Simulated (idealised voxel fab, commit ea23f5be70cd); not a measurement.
voxel transistor to metal: a process module
This is section cut - it's 170 nm across, gridded in 5 nm square cells.
Cross-section = grid of square cells, listed top down in bands; band = one or more rows.
Top, bottom (nm), then materials left to right with widths (nm); lone material tagged "full width" fills the whole band edge to edge; "air" = empty space.
Below 0: as-received wafer, all one material; heights counted from there. Lowest band: no bottom, goes on down, written "z 0 and below".
The notation "30 to 40" denotes a width that varies across the rows of cells in the band, beginning at the first number in the top row, finishing at the second number in the bottom row, and changing by an identical amount from each row to the next.
Any step labelled "remained unchanged" changed none of the cells in the cross-section.
The entry "Enclosed cavities" lists the empty spaces that cover at least 8 cells and have no open path to the top. Each is written as width x height at distance, where the distance is measured from the left edge and all three values are in nm.
The remark found on a step's line after its settings is issued by the simulator itself and pertains to that step.
"overlay nm" answers the question of how far to the right of plan the mask lay on a step that has a mask, and when it is negative the answer is to the left.
Layout of what follows: cross-section pairs, each bracketing one process step, the after cross-section shown only to the lowest band that changed, the step between and its settings noted under each pair. Pairs may originate in different runs of this module on the same starting wafer; a pair continues from the pair above only where its entry headed "Pre-step condition" says so.
Pre-step condition:
- z 0 and below  Si full width
- Enclosed cavities: none
Resulting Structure:
- z 0 to -5  SiO2 full width
- Under -5: no change, same as before.
- Enclosed cavities: none
Process step bridging the above cross-sections: OXIDIZE | depth nm 5
Pre-step condition: The structure entering this step is exactly what the pair just above shows after its step.
Resulting Structure:
- z 10 to 0  SiN full width
- Under 0: no change, same as before.
- Enclosed cavities: none
Process step bridging the above cross-sections: CONFORMAL_DEP | material SiN | thk nm 10
Pre-step condition: The structure entering this step is exactly what the pair just above shows after its step.
Resulting Structure:
- z 20 to 10  aC full width
- Under 10: no change, same as before.
- Enclosed cavities: none
Process step bridging the above cross-sections: DIRECTIONAL_DEP | material aC | thk nm 10
Pre-step condition: The structure entering this step is exactly what the pair just above shows after its step.
Resulting Structure:
- z 45 to 20  air=30 / resist=105 / air=35
- Under 20: no change, same as before.
- Enclosed cavities: none
Process step bridging the above cross-sections: PATTERN | tone cover | mask id ACTIVE | material resist | width nm 105 | thk nm 25 | overlay nm 0
Pre-step condition: The structure entering this step is exactly what the pair just above shows after its step.
Resulting Structure:
- z 35 to 20  air=30 / resist=105 / air=35
- z 20 to 10  air=30 / aC=105 / air=35
- Under 10: no change, same as before.
- Enclosed cavities: none
Process step bridging the above cross-sections: DIRECTIONAL_ETCH | etch materials aC | depth nm 10
Pre-step condition: The structure entering this step is exactly what the pair just above shows after its step.
Resulting Structure:
- z 20 to 10  air=30 / aC=105 / air=35
- Under 10: no change, same as before.
- Enclosed cavities: none
Process step bridging the above cross-sections: STRIP | etch materials resist
Pre-step condition: The structure entering this step is exactly what the pair just above shows after its step.
Resulting Structure:
- z 20 to 10  air=30 / aC=105 / air=35
- z 10 to 0  air=30 / SiN=105 / air=35
- Under 0: no change, same as before.
- Enclosed cavities: none
Process step bridging the above cross-sections: DIRECTIONAL_ETCH | etch materials SiN | depth nm 10
Pre-step condition: The structure entering this step is exactly what the pair just above shows after its step.
Resulting Structure:
- z 20 to 10  air=30 / aC=105 / air=35
- z 10 to 0  air=30 / SiN=105 / air=35
- z 0 to -5  air=30 / SiO2=105 / air=35
- Under -5: no change, same as before.
- Enclosed cavities: none
Process step bridging the above cross-sections: DIRECTIONAL_ETCH | etch materials SiO2 | depth nm 5
Pre-step condition: The structure entering this step is exactly what the pair just above shows after its step.
Resulting Structure:
- z 20 to 10  air=30 / aC=105 / air=35
- z 10 to 0  air=30 / SiN=105 / air=35
- z 0 to -5  air=30 / SiO2=105 / air=35
- z -5 to -25  air=30 / Si=105 / air=35
- Under -25: no change, same as before.
- Enclosed cavities: none
Process step bridging the above cross-sections: DIRECTIONAL_ETCH | etch materials Si | depth nm 20
Pre-step condition: The structure entering this step is exactly what the pair just above shows after its step.
Resulting Structure:
- z 10 to 0  air=30 / SiN=105 / air=35
- Under 0: no change, same as before.
- Enclosed cavities: none
Process step bridging the above cross-sections: STRIP | etch materials aC
Pre-step condition: The structure entering this step is exactly what the pair just above shows after its step.
Resulting Structure:
- z 20 to 10  SiO2 full width
- z 10 to 0  SiO2=30 / SiN=105 / SiO2=35
- z 0 to -5  SiO2 full width
- z -5 to -25  SiO2=30 / Si=105 / SiO2=35
- Under -25: no change, same as before.
- Enclosed cavities: none
Process step bridging the above cross-sections: FILL_DEP | material SiO2 | thk nm 10
Pre-step condition: The structure entering this step is exactly what the pair just above shows after its step.
Resulting Structure:
- z 10 to 0  SiO2=30 / SiN=105 / SiO2=35
- Under 0: no change, same as before.
- Enclosed cavities: none
Process step bridging the above cross-sections: CMP | height nm 10
Pre-step condition: The structure entering this step is exactly what the pair just above shows after its step.
Resulting Structure:
- z 10 to 0  air=30 / SiN=105 / air=35
- Under 0: no change, same as before.
- Enclosed cavities: none
Process step bridging the above cross-sections: SELECTIVE_ETCH | etch materials SiO2 | depth nm 10
Pre-step condition: The structure entering this step is exactly what the pair just above shows after its step.
Resulting Structure:
- z 0 to -5  SiO2 full width
- Under -5: no change, same as before.
- Enclosed cavities: none
Process step bridging the above cross-sections: STRIP | etch materials SiN
Pre-step condition: The structure entering this step is exactly what the pair just above shows after its step.
Resulting Structure:
- z -5 to -25  SiO2=30 / Si=105 / SiO2=35
- Under -25: no change, same as before.
- Enclosed cavities: none
Process step bridging the above cross-sections: SELECTIVE_ETCH | etch materials SiO2 | depth nm 5
Pre-step condition: The structure entering this step is exactly what the pair just above shows after its step.
Resulting Structure:
- z -5 to -10  SiO2 full width
- Under -10: no change, same as before.
- Enclosed cavities: none
Process step bridging the above cross-sections: OXIDIZE | depth nm 5
Pre-step condition: The structure entering this step is exactly what the pair just above shows after its step.
Resulting Structure:
- z 20 to -5  polySi full width
- Under -5: no change, same as before.
- Enclosed cavities: none
Process step bridging the above cross-sections: DIRECTIONAL_DEP | material polySi | thk nm 25
Pre-step condition: The structure entering this step is exactly what the pair just above shows after its step.
Resulting Structure:
- z 30 to 20  SiCN full width
- Under 20: no change, same as before.
- Enclosed cavities: none
Process step bridging the above cross-sections: DIRECTIONAL_DEP | material SiCN | thk nm 10
Pre-step condition: The structure entering this step is exactly what the pair just above shows after its step.
Resulting Structure:
- z 30 to 20  air=75 / SiCN=15 / air=80
- Under 20: no change, same as before.
- Enclosed cavities: none
Process step bridging the above cross-sections: MASKED_ETCH | tone cover | mask id GATE | width nm 15 | etch materials SiCN | depth nm 20 | overlay nm 0
Pre-step condition: The structure entering this step is exactly what the pair just above shows after its step.
Resulting Structure:
- z 30 to 20  air=75 / SiCN=15 / air=80
- z 20 to -5  air=75 / polySi=15 / air=80
- Under -5: no change, same as before.
- Enclosed cavities: none
Process step bridging the above cross-sections: MASKED_ETCH | tone cover | mask id GATE | width nm 15 | etch materials polySi | depth nm 35 | overlay nm 0
Pre-step condition: The structure entering this step is exactly what the pair just above shows after its step.
Resulting Structure:
- z 40 to 30  air=65 / SiN=35 / air=70
- z 30 to 20  air=65 / SiN=10 / SiCN=15 / SiN=10 / air=70
- z 20 to 5  air=65 / SiN=10 / polySi=15 / SiN=10 / air=70
- z 5 to -5  SiN=75 / polySi=15 / SiN=80
- Under -5: no change, same as before.
- Enclosed cavities: none
Process step bridging the above cross-sections: CONFORMAL_DEP | material SiN | thk nm 10
Pre-step condition: The structure entering this step is exactly what the pair just above shows after its step.
Resulting Structure:
- z 30 to 20  air=65 / SiN=10 / SiCN=15 / SiN=10 / air=70
- z 20 to -5  air=65 / SiN=10 / polySi=15 / SiN=10 / air=70
- Under -5: no change, same as before.
- Enclosed cavities: none
Process step bridging the above cross-sections: DIRECTIONAL_ETCH | etch materials SiN | depth nm 10
Pre-step condition: The structure entering this step is exactly what the pair just above shows after its step.
Resulting Structure:
- z 30 to 20  air=65 / SiN=10 / SiCN=15 / SiN=10 / air=70
- z 20 to -5  air=65 / SiN=10 / polySi=15 / SiN=10 / air=70
- z -5 to -10  air=65 / SiO2=35 / air=70
- Under -10: no change, same as before.
- Enclosed cavities: none
Process step bridging the above cross-sections: DIRECTIONAL_ETCH | etch materials SiO2 | depth nm 5
Pre-step condition: The structure entering this step is exactly what the pair just above shows after its step.
Resulting Structure:
- z 30 to 20  air=65 / SiN=10 / SiCN=15 / SiN=10 / air=70
- z 20 to -5  air=65 / SiN=10 / polySi=15 / SiN=10 / air=70
- z -5 to -10  air=65 / SiO2=35 / air=70
- z -10 to -20  SiO2=30 / air=35 / Si=35 / air=35 / SiO2=35
- Under -20: no change, same as before.
- Enclosed cavities: none
Process step bridging the above cross-sections: DIRECTIONAL_ETCH | etch materials Si | depth nm 10
Pre-step condition: The structure entering this step is exactly what the pair just above shows after its step.
Resulting Structure:
- z 30 to 20  air=65 / SiN=10 / SiCN=15 / SiN=10 / air=70
- z 20 to 0  air=65 / SiN=10 / polySi=15 / SiN=10 / air=70
- z 0 to -5  air=55 / pSi=10 / SiN=10 / polySi=15 / SiN=10 / pSi=10 / air=60
- z -5 to -10  air=55 / pSi=10 / SiO2=35 / pSi=10 / air=60
- z -10 to -20  SiO2=30 / pSi=35 / Si=35 / pSi=35 / SiO2=35
- Under -20: no change, same as before.
- Enclosed cavities: none
Process step bridging the above cross-sections: EPI | material pSi | thk nm 10
Pre-step condition: The structure entering this step is exactly what the pair just above shows after its step.
Resulting Structure:
- z 35 to 30  SiO2 full width
- z 30 to 20  SiO2=65 / SiN=10 / SiCN=15 / SiN=10 / SiO2=70
- z 20 to 0  SiO2=65 / SiN=10 / polySi=15 / SiN=10 / SiO2=70
- z 0 to -5  SiO2=55 / pSi=10 / SiN=10 / polySi=15 / SiN=10 / pSi=10 / SiO2=60
- z -5 to -10  SiO2=55 / pSi=10 / SiO2=35 / pSi=10 / SiO2=60
- Under -10: no change, same as before.
- Enclosed cavities: none
Process step bridging the above cross-sections: FILL_DEP | material SiO2 | thk nm 5
Pre-step condition: The structure entering this step is exactly what the pair just above shows after its step.
Resulting Structure:
- z 30 to 20  SiO2=65 / SiN=10 / SiCN=15 / SiN=10 / SiO2=70
- Under 20: no change, same as before.
- Enclosed cavities: none
Process step bridging the above cross-sections: CMP | height nm 30
Pre-step condition: The structure entering this step is exactly what the pair just above shows after its step.
Resulting Structure:
- z 40 to 30  SiO2 full width
- Under 30: no change, same as before.
- Enclosed cavities: none
Process step bridging the above cross-sections: DIRECTIONAL_DEP | material SiO2 | thk nm 10
Pre-step condition: The structure entering this step is exactly what the pair just above shows after its step.
Resulting Structure:
- z 40 to 30  SiO2=40 / air=30 / SiO2=25 / air=30 / SiO2=45
- z 30 to 20  SiO2=40 / air=25 / SiN=10 / SiCN=15 / SiN=10 / air=25 / SiO2=45
- z 20 to 0  SiO2=40 / air=25 / SiN=10 / polySi=15 / SiN=10 / air=25 / SiO2=45
- z 0 to -5  SiO2=40 / air=15 / pSi=10 / SiN=10 / polySi=15 / SiN=10 / pSi=10 / air=15 / SiO2=45
- z -5 to -10  SiO2=40 / air=15 / pSi=10 / SiO2=35 / pSi=10 / air=15 / SiO2=45
- Under -10: no change, same as before.
- Enclosed cavities: none
Process step bridging the above cross-sections: MASKED_ETCH | tone open | mask id CONTACT | width nm 30 | pitch nm 55 | etch materials SiO2 | depth nm 50 | overlay nm 0
Pre-step condition: The structure entering this step is exactly what the pair just above shows after its step.
Resulting Structure:
- z 45 to 40  TiN=45 / air=20 / TiN=35 / air=20 / TiN=50
- z 40 to 30  SiO2=40 / TiN=5 / air=20 to 15 / TiN=5 to 10 / SiO2=25 / TiN=5 to 10 / air=20 to 15 / TiN=5 / SiO2=45
- z 30 to 20  SiO2=40 / TiN=5 / air=15 / TiN=5 / SiN=10 / SiCN=15 / SiN=10 / TiN=5 / air=15 / TiN=5 / SiO2=45
- z 20 to 5  SiO2=40 / TiN=5 / air=15 / TiN=5 / SiN=10 / polySi=15 / SiN=10 / TiN=5 / air=15 / TiN=5 / SiO2=45
- z 5 to 0  SiO2=40 / TiN=5 / air=5 / TiN=15 / SiN=10 / polySi=15 / SiN=10 / TiN=15 / air=5 / TiN=5 / SiO2=45
- z 0 to -5  SiO2=40 / TiN=5 / air=5 / TiN=5 / pSi=10 / SiN=10 / polySi=15 / SiN=10 / pSi=10 / TiN=5 / air=5 / TiN=5 / SiO2=45
- z -5 to -10  SiO2=40 / TiN=15 / pSi=10 / SiO2=35 / pSi=10 / TiN=15 / SiO2=45
- Under -10: no change, same as before.
- Enclosed cavities: none
Process step bridging the above cross-sections: CONFORMAL_DEP | material TiN | thk nm 5
Pre-step condition: The structure entering this step is exactly what the pair just above shows after its step.
Resulting Structure:
- z 50 to 45  Ru full width
- z 45 to 40  TiN=45 / Ru=20 / TiN=35 / Ru=20 / TiN=50
- z 40 to 30  SiO2=40 / TiN=5 / Ru=20 to 15 / TiN=5 to 10 / SiO2=25 / TiN=5 to 10 / Ru=20 to 15 / TiN=5 / SiO2=45
- z 30 to 20  SiO2=40 / TiN=5 / Ru=15 / TiN=5 / SiN=10 / SiCN=15 / SiN=10 / TiN=5 / Ru=15 / TiN=5 / SiO2=45
- z 20 to 5  SiO2=40 / TiN=5 / Ru=15 / TiN=5 / SiN=10 / polySi=15 / SiN=10 / TiN=5 / Ru=15 / TiN=5 / SiO2=45
- z 5 to 0  SiO2=40 / TiN=5 / Ru=5 / TiN=15 / SiN=10 / polySi=15 / SiN=10 / TiN=15 / Ru=5 / TiN=5 / SiO2=45
- z 0 to -5  SiO2=40 / TiN=5 / Ru=5 / TiN=5 / pSi=10 / SiN=10 / polySi=15 / SiN=10 / pSi=10 / TiN=5 / Ru=5 / TiN=5 / SiO2=45
- Under -5: no change, same as before.
- Enclosed cavities: none
Process step bridging the above cross-sections: FILL_DEP | material Ru | thk nm 5
Pre-step condition: The structure entering this step is exactly what the pair just above shows after its step.
Resulting Structure:
- z 40 to 30  SiO2=40 / TiN=5 / Ru=20 to 15 / TiN=5 to 10 / SiO2=25 / TiN=5 to 10 / Ru=20 to 15 / TiN=5 / SiO2=45
- Under 30: no change, same as before.
- Enclosed cavities: none
Process step bridging the above cross-sections: CMP | height nm 40
Pre-step condition: The structure entering this step is exactly what the pair just above shows after its step.
Resulting Structure:
- z 45 to 40  TiN full width
- Under 40: no change, same as before.
- Enclosed cavities: none
Process step bridging the above cross-sections: DIRECTIONAL_DEP | material TiN | thk nm 5
Pre-step condition: The structure entering this step is exactly what the pair just above shows after its step.
Resulting Structure:
- z 60 to 45  W full width
- Under 45: no change, same as before.
- Enclosed cavities: none
Process step bridging the above cross-sections: DIRECTIONAL_DEP | material W | thk nm 15
Pre-step condition: The structure entering this step is exactly what the pair just above shows after its step.
Resulting Structure:
- z 60 to 45  air=40 / W=20 / air=45 / W=20 / air=45
- Under 45: no change, same as before.
- Enclosed cavities: none
Process step bridging the above cross-sections: MASKED_ETCH | tone cover | mask id METAL_1 | width nm 20 | pitch nm 65 | etch materials W | depth nm 15 | overlay nm 0
Pre-step condition: The structure entering this step is exactly what the pair just above shows after its step.
Resulting Structure:
- z 60 to 45  air=40 / W=20 / air=45 / W=20 / air=45
- z 45 to 40  air=40 / TiN=20 / air=45 / TiN=20 / air=45
- Under 40: no change, same as before.
- Enclosed cavities: none
Process step bridging the above cross-sections: MASKED_ETCH | tone cover | mask id METAL_1 | width nm 20 | pitch nm 65 | etch materials TiN | depth nm 5 | overlay nm 0
Pre-step condition: The structure entering this step is exactly what the pair just above shows after its step.
Resulting Structure:
- z 70 to 60  SiO2 full width
- z 60 to 45  SiO2=40 / W=20 / SiO2=45 / W=20 / SiO2=45
- z 45 to 40  SiO2=40 / TiN=20 / SiO2=45 / TiN=20 / SiO2=45
- Under 40: no change, same as before.
- Enclosed cavities: none
Process step bridging the above cross-sections: FILL_DEP | material SiO2 | thk nm 10
Pre-step condition: The structure entering this step is exactly what the pair just above shows after its step.
Resulting Structure:
- z 60 to 45  SiO2=40 / W=20 / SiO2=45 / W=20 / SiO2=45
- Under 45: no change, same as before.
- Enclosed cavities: none
Process step bridging the above cross-sections: CMP | height nm 60
Pre-step condition: The structure entering this step is exactly what the pair just above shows after its step.
Resulting Structure:
- z 65 to 60  SiCN full width
- Under 60: no change, same as before.
- Enclosed cavities: none
Process step bridging the above cross-sections: CONFORMAL_DEP | material SiCN | thk nm 5
Pre-step condition:
- z 35 to 20  air=30 / resist=105 / air=35
- z 20 to 10  air=30 / aC=105 / air=35
- z 10 to 0  SiN full width
- z 0 to -5  SiO2 full width
- z -5 and below  Si full width
- Enclosed cavities: none
Resulting Structure:
- z 35 to 20  air=30 / resist=105 / air=35
- z 20 to 10  air=30 / aC=105 / air=35
- z 10 to 0  air=30 / SiN=105 / air=35
- Under 0: no change, same as before.
- Enclosed cavities: none
Process step bridging the above cross-sections: DIRECTIONAL_ETCH | etch materials SiN | depth nm 10
Pre-step condition: The structure entering this step is exactly what the pair just above shows after its step.
Resulting Structure:
- z 35 to 20  air=30 / resist=105 / air=35
- z 20 to 10  air=30 / aC=105 / air=35
- z 10 to 0  air=30 / SiN=105 / air=35
- z 0 to -5  air=30 / SiO2=105 / air=35
- Under -5: no change, same as before.
- Enclosed cavities: none
Process step bridging the above cross-sections: DIRECTIONAL_ETCH | etch materials SiO2 | depth nm 5
Pre-step condition: The structure entering this step is exactly what the pair just above shows after its step.
Resulting Structure:
- z 35 to 20  air=30 / resist=105 / air=35
- z 20 to 10  air=30 / aC=105 / air=35
- z 10 to 0  air=30 / SiN=105 / air=35
- z 0 to -5  air=30 / SiO2=105 / air=35
- z -5 to -25  air=30 / Si=105 / air=35
- Under -25: no change, same as before.
- Enclosed cavities: none
Process step bridging the above cross-sections: DIRECTIONAL_ETCH | etch materials Si | depth nm 20
Pre-step condition: The structure entering this step is exactly what the pair just above shows after its step.
Resulting Structure:
- z 10 to 0  air=30 / SiN=105 / air=35
- Under 0: no change, same as before.
- Enclosed cavities: none
Process step bridging the above cross-sections: STRIP | etch materials aC
Pre-step condition:
- z 20 to 10  air=30 / aC=105 / air=35
- z 10 to 0  air=30 / SiN=105 / air=35
- z 0 to -5  air=30 / SiO2=105 / air=35
- z -5 to -25  air=30 / Si=105 / air=35
- z -25 and below  Si full width
- Enclosed cavities: none
Resulting Structure:
- z 20 to 10  air=30 / aC=105 / air=35
- z 10 to 0  air=30 / SiN=105 / air=35
- z 0 to -5  air=30 / SiO2=105 / air=35
- z -5 to -45  air=30 / Si=105 / air=35
- Under -45: no change, same as before.
- Enclosed cavities: none
Process step bridging the above cross-sections: DIRECTIONAL_ETCH | etch materials Si | depth nm 20
Pre-step condition: The structure entering this step is exactly what the pair just above shows after its step.
Resulting Structure:
- z 10 to 0  air=30 / SiN=105 / air=35
- Under 0: no change, same as before.
- Enclosed cavities: none
Process step bridging the above cross-sections: STRIP | etch materials aC
Pre-step condition: The structure entering this step is exactly what the pair just above shows after its step.
Resulting Structure:
- z 20 to 10  SiO2 full width
- z 10 to 0  SiO2=30 / SiN=105 / SiO2=35
- z 0 to -5  SiO2 full width
- z -5 to -45  SiO2=30 / Si=105 / SiO2=35
- Under -45: no change, same as before.
- Enclosed cavities: none
Process step bridging the above cross-sections: FILL_DEP | material SiO2 | thk nm 10
Pre-step condition: The structure entering this step is exactly what the pair just above shows after its step.
Resulting Structure:
- z 10 to 0  SiO2=30 / SiN=105 / SiO2=35
- Under 0: no change, same as before.
- Enclosed cavities: none
Process step bridging the above cross-sections: CMP | height nm 10
Pre-step condition: The structure entering this step is exactly what the pair just above shows after its step.
Resulting Structure:
- z 10 to 0  air=30 / SiN=105 / air=35
- Under 0: no change, same as before.
- Enclosed cavities: none
Process step bridging the above cross-sections: SELECTIVE_ETCH | etch materials SiO2 | depth nm 10
Pre-step condition: The structure entering this step is exactly what the pair just above shows after its step.
Resulting Structure:
- z 0 to -5  SiO2 full width
- Under -5: no change, same as before.
- Enclosed cavities: none
Process step bridging the above cross-sections: STRIP | etch materials SiN
Pre-step condition: The structure entering this step is exactly what the pair just above shows after its step.
Resulting Structure:
- z -5 to -45  SiO2=30 / Si=105 / SiO2=35
- Under -45: no change, same as before.
- Enclosed cavities: none
Process step bridging the above cross-sections: SELECTIVE_ETCH | etch materials SiO2 | depth nm 5
Pre-step condition: The structure entering this step is exactly what the pair just above shows after its step.
Resulting Structure:
- z -5 to -10  SiO2 full width
- Under -10: no change, same as before.
- Enclosed cavities: none
Process step bridging the above cross-sections: OXIDIZE | depth nm 5
Pre-step condition: The structure entering this step is exactly what the pair just above shows after its step.
Resulting Structure:
- z 20 to -5  polySi full width
- Under -5: no change, same as before.
- Enclosed cavities: none
Process step bridging the above cross-sections: DIRECTIONAL_DEP | material polySi | thk nm 25
Pre-step condition: The structure entering this step is exactly what the pair just above shows after its step.
Resulting Structure:
- z 30 to 20  SiCN full width
- Under 20: no change, same as before.
- Enclosed cavities: none
Process step bridging the above cross-sections: DIRECTIONAL_DEP | material SiCN | thk nm 10
Pre-step condition: The structure entering this step is exactly what the pair just above shows after its step.
Resulting Structure:
- z 30 to 20  air=75 / SiCN=15 / air=80
- Under 20: no change, same as before.
- Enclosed cavities: none
Process step bridging the above cross-sections: MASKED_ETCH | tone cover | mask id GATE | width nm 15 | etch materials SiCN | depth nm 20 | overlay nm 0
Pre-step condition: The structure entering this step is exactly what the pair just above shows after its step.
Resulting Structure:
- z 30 to 20  air=75 / SiCN=15 / air=80
- z 20 to -5  air=75 / polySi=15 / air=80
- Under -5: no change, same as before.
- Enclosed cavities: none
Process step bridging the above cross-sections: MASKED_ETCH | tone cover | mask id GATE | width nm 15 | etch materials polySi | depth nm 35 | overlay nm 0
Pre-step condition: The structure entering this step is exactly what the pair just above shows after its step.
Resulting Structure:
- z 40 to 30  air=65 / SiN=35 / air=70
- z 30 to 20  air=65 / SiN=10 / SiCN=15 / SiN=10 / air=70
- z 20 to 5  air=65 / SiN=10 / polySi=15 / SiN=10 / air=70
- z 5 to -5  SiN=75 / polySi=15 / SiN=80
- Under -5: no change, same as before.
- Enclosed cavities: none
Process step bridging the above cross-sections: CONFORMAL_DEP | material SiN | thk nm 10
Pre-step condition: The structure entering this step is exactly what the pair just above shows after its step.
Resulting Structure:
- z 30 to 20  air=65 / SiN=10 / SiCN=15 / SiN=10 / air=70
- z 20 to -5  air=65 / SiN=10 / polySi=15 / SiN=10 / air=70
- Under -5: no change, same as before.
- Enclosed cavities: none
Process step bridging the above cross-sections: DIRECTIONAL_ETCH | etch materials SiN | depth nm 10
Pre-step condition: The structure entering this step is exactly what the pair just above shows after its step.
Resulting Structure:
- z 30 to 20  air=65 / SiN=10 / SiCN=15 / SiN=10 / air=70
- z 20 to -5  air=65 / SiN=10 / polySi=15 / SiN=10 / air=70
- z -5 to -10  air=65 / SiO2=35 / air=70
- Under -10: no change, same as before.
- Enclosed cavities: none
Process step bridging the above cross-sections: DIRECTIONAL_ETCH | etch materials SiO2 | depth nm 5
Pre-step condition: The structure entering this step is exactly what the pair just above shows after its step.
Resulting Structure:
- z 30 to 20  air=65 / SiN=10 / SiCN=15 / SiN=10 / air=70
- z 20 to -5  air=65 / SiN=10 / polySi=15 / SiN=10 / air=70
- z -5 to -10  air=65 / SiO2=35 / air=70
- z -10 to -20  SiO2=30 / air=35 / Si=35 / air=35 / SiO2=35
- Under -20: no change, same as before.
- Enclosed cavities: none
Process step bridging the above cross-sections: DIRECTIONAL_ETCH | etch materials Si | depth nm 10
Pre-step condition: The structure entering this step is exactly what the pair just above shows after its step.
Resulting Structure:
- z 30 to 20  air=65 / SiN=10 / SiCN=15 / SiN=10 / air=70
- z 20 to 0  air=65 / SiN=10 / polySi=15 / SiN=10 / air=70
- z 0 to -5  air=55 / pSi=10 / SiN=10 / polySi=15 / SiN=10 / pSi=10 / air=60
- z -5 to -10  air=55 / pSi=10 / SiO2=35 / pSi=10 / air=60
- z -10 to -20  SiO2=30 / pSi=35 / Si=35 / pSi=35 / SiO2=35
- Under -20: no change, same as before.
- Enclosed cavities: none
Process step bridging the above cross-sections: EPI | material pSi | thk nm 10
Pre-step condition: The structure entering this step is exactly what the pair just above shows after its step.
Resulting Structure:
- z 35 to 30  SiO2 full width
- z 30 to 20  SiO2=65 / SiN=10 / SiCN=15 / SiN=10 / SiO2=70
- z 20 to 0  SiO2=65 / SiN=10 / polySi=15 / SiN=10 / SiO2=70
- z 0 to -5  SiO2=55 / pSi=10 / SiN=10 / polySi=15 / SiN=10 / pSi=10 / SiO2=60
- z -5 to -10  SiO2=55 / pSi=10 / SiO2=35 / pSi=10 / SiO2=60
- Under -10: no change, same as before.
- Enclosed cavities: none
Process step bridging the above cross-sections: FILL_DEP | material SiO2 | thk nm 5
Pre-step condition: The structure entering this step is exactly what the pair just above shows after its step.
Resulting Structure:
- z 30 to 20  SiO2=65 / SiN=10 / SiCN=15 / SiN=10 / SiO2=70
- Under 20: no change, same as before.
- Enclosed cavities: none
Process step bridging the above cross-sections: CMP | height nm 30
Pre-step condition: The structure entering this step is exactly what the pair just above shows after its step.
Resulting Structure:
- z 40 to 30  SiO2 full width
- Under 30: no change, same as before.
- Enclosed cavities: none
Process step bridging the above cross-sections: DIRECTIONAL_DEP | material SiO2 | thk nm 10
Pre-step condition: The structure entering this step is exactly what the pair just above shows after its step.
Resulting Structure:
- z 40 to 30  SiO2=40 / air=30 / SiO2=25 / air=30 / SiO2=45
- z 30 to 20  SiO2=40 / air=25 / SiN=10 / SiCN=15 / SiN=10 / air=25 / SiO2=45
- z 20 to 0  SiO2=40 / air=25 / SiN=10 / polySi=15 / SiN=10 / air=25 / SiO2=45
- z 0 to -5  SiO2=40 / air=15 / pSi=10 / SiN=10 / polySi=15 / SiN=10 / pSi=10 / air=15 / SiO2=45
- z -5 to -10  SiO2=40 / air=15 / pSi=10 / SiO2=35 / pSi=10 / air=15 / SiO2=45
- Under -10: no change, same as before.
- Enclosed cavities: none
Process step bridging the above cross-sections: MASKED_ETCH | tone open | mask id CONTACT | width nm 30 | pitch nm 55 | etch materials SiO2 | depth nm 50 | overlay nm 0
Pre-step condition: The structure entering this step is exactly what the pair just above shows after its step.
Resulting Structure:
- z 45 to 40  TiN=45 / air=20 / TiN=35 / air=20 / TiN=50
- z 40 to 30  SiO2=40 / TiN=5 / air=20 to 15 / TiN=5 to 10 / SiO2=25 / TiN=5 to 10 / air=20 to 15 / TiN=5 / SiO2=45
- z 30 to 20  SiO2=40 / TiN=5 / air=15 / TiN=5 / SiN=10 / SiCN=15 / SiN=10 / TiN=5 / air=15 / TiN=5 / SiO2=45
- z 20 to 5  SiO2=40 / TiN=5 / air=15 / TiN=5 / SiN=10 / polySi=15 / SiN=10 / TiN=5 / air=15 / TiN=5 / SiO2=45
- z 5 to 0  SiO2=40 / TiN=5 / air=5 / TiN=15 / SiN=10 / polySi=15 / SiN=10 / TiN=15 / air=5 / TiN=5 / SiO2=45
- z 0 to -5  SiO2=40 / TiN=5 / air=5 / TiN=5 / pSi=10 / SiN=10 / polySi=15 / SiN=10 / pSi=10 / TiN=5 / air=5 / TiN=5 / SiO2=45
- z -5 to -10  SiO2=40 / TiN=15 / pSi=10 / SiO2=35 / pSi=10 / TiN=15 / SiO2=45
- Under -10: no change, same as before.
- Enclosed cavities: none
Process step bridging the above cross-sections: CONFORMAL_DEP | material TiN | thk nm 5
Pre-step condition: The structure entering this step is exactly what the pair just above shows after its step.
Resulting Structure:
- z 50 to 45  Ru full width
- z 45 to 40  TiN=45 / Ru=20 / TiN=35 / Ru=20 / TiN=50
- z 40 to 30  SiO2=40 / TiN=5 / Ru=20 to 15 / TiN=5 to 10 / SiO2=25 / TiN=5 to 10 / Ru=20 to 15 / TiN=5 / SiO2=45
- z 30 to 20  SiO2=40 / TiN=5 / Ru=15 / TiN=5 / SiN=10 / SiCN=15 / SiN=10 / TiN=5 / Ru=15 / TiN=5 / SiO2=45
- z 20 to 5  SiO2=40 / TiN=5 / Ru=15 / TiN=5 / SiN=10 / polySi=15 / SiN=10 / TiN=5 / Ru=15 / TiN=5 / SiO2=45
- z 5 to 0  SiO2=40 / TiN=5 / Ru=5 / TiN=15 / SiN=10 / polySi=15 / SiN=10 / TiN=15 / Ru=5 / TiN=5 / SiO2=45
- z 0 to -5  SiO2=40 / TiN=5 / Ru=5 / TiN=5 / pSi=10 / SiN=10 / polySi=15 / SiN=10 / pSi=10 / TiN=5 / Ru=5 / TiN=5 / SiO2=45
- Under -5: no change, same as before.
- Enclosed cavities: none
Process step bridging the above cross-sections: FILL_DEP | material Ru | thk nm 5
Pre-step condition: The structure entering this step is exactly what the pair just above shows after its step.
Resulting Structure:
- z 40 to 30  SiO2=40 / TiN=5 / Ru=20 to 15 / TiN=5 to 10 / SiO2=25 / TiN=5 to 10 / Ru=20 to 15 / TiN=5 / SiO2=45
- Under 30: no change, same as before.
- Enclosed cavities: none
Process step bridging the above cross-sections: CMP | height nm 40
Pre-step condition: The structure entering this step is exactly what the pair just above shows after its step.
Resulting Structure:
- z 45 to 40  TiN full width
- Under 40: no change, same as before.
- Enclosed cavities: none
Process step bridging the above cross-sections: DIRECTIONAL_DEP | material TiN | thk nm 5
Pre-step condition: The structure entering this step is exactly what the pair just above shows after its step.
Resulting Structure:
- z 60 to 45  W full width
- Under 45: no change, same as before.
- Enclosed cavities: none
Process step bridging the above cross-sections: DIRECTIONAL_DEP | material W | thk nm 15
Pre-step condition: The structure entering this step is exactly what the pair just above shows after its step.
Resulting Structure:
- z 60 to 45  air=40 / W=20 / air=45 / W=20 / air=45
- Under 45: no change, same as before.
- Enclosed cavities: none
Process step bridging the above cross-sections: MASKED_ETCH | tone cover | mask id METAL_1 | width nm 20 | pitch nm 65 | etch materials W | depth nm 15 | overlay nm 0
Pre-step condition: The structure entering this step is exactly what the pair just above shows after its step.
Resulting Structure:
- z 60 to 45  air=40 / W=20 / air=45 / W=20 / air=45
- z 45 to 40  air=40 / TiN=20 / air=45 / TiN=20 / air=45
- Under 40: no change, same as before.
- Enclosed cavities: none
Process step bridging the above cross-sections: MASKED_ETCH | tone cover | mask id METAL_1 | width nm 20 | pitch nm 65 | etch materials TiN | depth nm 5 | overlay nm 0
